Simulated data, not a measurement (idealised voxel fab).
process module | voxel trench capacitor
cross-section cut | 270 nm wide | cells 5 nm
Cross-section, as written here: a square-cell grid given band by band from the top down, where a band holds one or more rows of cells. The entry gives the band's vertical extent as a top height and a bottom height in nm, then its horizontal make-up as materials from left to right, each with a width in nm. "blank" stands for empty space; a single material marked "throughout" fills the band edge to edge. All heights in this document are referenced to 0, defined as the level beneath which the wafer, as received, consists entirely of one material. The lowest band is not bounded below; it extends indefinitely downward and is written in the form "0..down". A width given as "30..40" starts at the first number in the band's top row and ends at the second number in its bottom row, shifting by an equal amount at every step from row to row. "identical to before" means the step left every cell of the cross-section as it was. Voids not open to the top, 8 cells minimum: see "Catalogued sealed voids". Written width x height at distance; distance is from the left edge; nm. If you see something after the settings on a step's line, that's the simulator's own remark about that step. overlay nm: where the mask lay relative to plan, measured to the right, on steps with a mask; negatives go left.
**List of planned process steps**
1,RECEIVE | material Si
2,CONFORMAL_DEP | material SiN | thk nm 10
3,MASKED_ETCH | tone open | mask id TRENCH | width nm 30 | pitch nm 60 | etch materials SiN | depth nm 10 | overlay nm 0
4,MASKED_ETCH | tone open | mask id TRENCH | width nm 30 | pitch nm 60 | etch materials Si | depth nm 40 | overlay nm 0
5,CONFORMAL_DEP | material Al2O3 | thk nm 5
6,CONFORMAL_DEP | material TiN | thk nm 5
7,FILL_DEP | material W | thk nm 5
8,CMP | height nm 10
**Wafer at receipt (post step 1), cross-section**
    0..down | Si throughout
    Catalogued sealed voids: none
**What the wafer looks like in cross-section after this module, when it starts as shown above and follows the plan above but one mistake is made in running it**
    10..0 | 55 nm SiN, then 5..10 nm Al2O3, then 10..5 nm TiN, then 5 nm W, then 5 nm TiN, then 5 nm Al2O3, then 30 nm SiN, then 5..10 nm Al2O3, then 10..5 nm TiN, then 5 nm W, then 5 nm TiN, then 5 nm Al2O3, then 30 nm SiN, then 5..10 nm Al2O3, then 10..5 nm TiN, then 5 nm W, then 5 nm TiN, then 5 nm Al2O3, then 65 nm SiN
    0..-30 | 60 nm Si, then 5 nm Al2O3, then 5 nm TiN, then 5 nm W, then 5 nm TiN, then 5 nm Al2O3, then 35 nm Si, then 5 nm Al2O3, then 5 nm TiN, then 5 nm W, then 5 nm TiN, then 5 nm Al2O3, then 35 nm Si, then 5 nm Al2O3, then 5 nm TiN, then 5 nm W, then 5 nm TiN, then 5 nm Al2O3, then 65 nm Si
    -30..-35 | 60 nm Si, then 5 nm Al2O3, then 15 nm TiN, then 5 nm Al2O3, then 35 nm Si, then 5 nm Al2O3, then 15 nm TiN, then 5 nm Al2O3, then 35 nm Si, then 5 nm Al2O3, then 15 nm TiN, then 5 nm Al2O3, then 65 nm Si
    -35..-40 | 60 nm Si, then 25 nm Al2O3, then 35 nm Si, then 25 nm Al2O3, then 35 nm Si, then 25 nm Al2O3, then 65 nm Si
    -40..down | Si throughout
    Catalogued sealed voids: none
Misprocessing identified: step 3 ran with different settings than intended, the actual operation and settings being MASKED_ETCH | tone open | mask id TRENCH | width nm 30 | pitch nm 60 | etch materials SiN | depth nm 10 | overlay nm -5
